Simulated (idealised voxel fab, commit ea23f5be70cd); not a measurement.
process module | voxel spacer lines
cross-section cut | 225 nm wide | cells 5 nm
A cross-section is a grid of square cells, given in bands from the top down. A band is one or more rows of cells.
Each band's line starts with the height of the band's top and of its bottom, in nm. Then come its materials from left to right, each with its width in nm. One material with "throughout" fills the band from edge to edge. "air" is empty space.
Height 0 is the level under which the wafer as received is all one material. The lowest band goes on downwards, as in "0 down".
A width such as "30 to 40" changes by the same amount from each row of cells to the next, from the band's top row to its bottom row.
"no change" after a step means that no cell of the cross-section changed.
closed voids: empty space of 8 cells or more with no open way to the top, each as width x height at its distance from the left edge, in nm
after a step's settings: what the simulator itself notes on the step
overlay nm, on a step with a mask: how far to the right of its planned place the mask lay; to the left if negative
plan
1 op RECEIVE | material Si
2 op CONFORMAL_DEP | material SiO2 | thk nm 10
3 op DIRECTIONAL_DEP | material TiN | thk nm 10
4 op DIRECTIONAL_DEP | material polySi | thk nm 20
5 op PATTERN | tone cover | mask id MANDREL | material resist | width nm 15 | pitch nm 70 | thk nm 30 | overlay nm 0
6 op DIRECTIONAL_ETCH | etch materials polySi | depth nm 20
7 op STRIP | etch materials resist
8 op CONFORMAL_DEP | material SiN | thk nm 15
9 op DIRECTIONAL_ETCH | etch materials SiN | depth nm 15
10 op STRIP | etch materials polySi
11 op DIRECTIONAL_ETCH | etch materials TiN | depth nm 10
12 op STRIP | etch materials SiN
varied across the wafers: width nm of step 5. The plan shows the first wafer's value. All wafers start alike
first wafer as received, after step 1
  0 down: Si throughout
  closed voids: none
first wafer at the end, after step 12
  20 to 10: air 20 | TiN 15 | air 15 | TiN 15 | air 25 | TiN 15 | air 15 | TiN 15 | air 25 | TiN 15 | air 15 | TiN 15 | air 20
  10 to 0: SiO2 throughout
  0 down: Si throughout
  closed voids: none
last wafer at the end
  20 to 10: air 10 | TiN 15 | air 35 | TiN 15 | air 5 | TiN 15 | air 35 | TiN 15 | air 5 | TiN 15 | air 35 | TiN 15 | air 10
  10 to 0: SiO2 throughout
  0 down: Si throughout
  closed voids: none
each wafer at the end: cells of each material gained (+) or lost (-) since it was received, then its closed voids
width nm 15 | +90 SiO2 | +36 TiN | closed voids: none
width nm 20 | +90 SiO2 | +36 TiN | closed voids: none
width nm 25 | +90 SiO2 | +36 TiN | closed voids: none
width nm 30 | +90 SiO2 | +36 TiN | closed voids: none
width nm 35 | +90 SiO2 | +36 TiN | closed voids: none
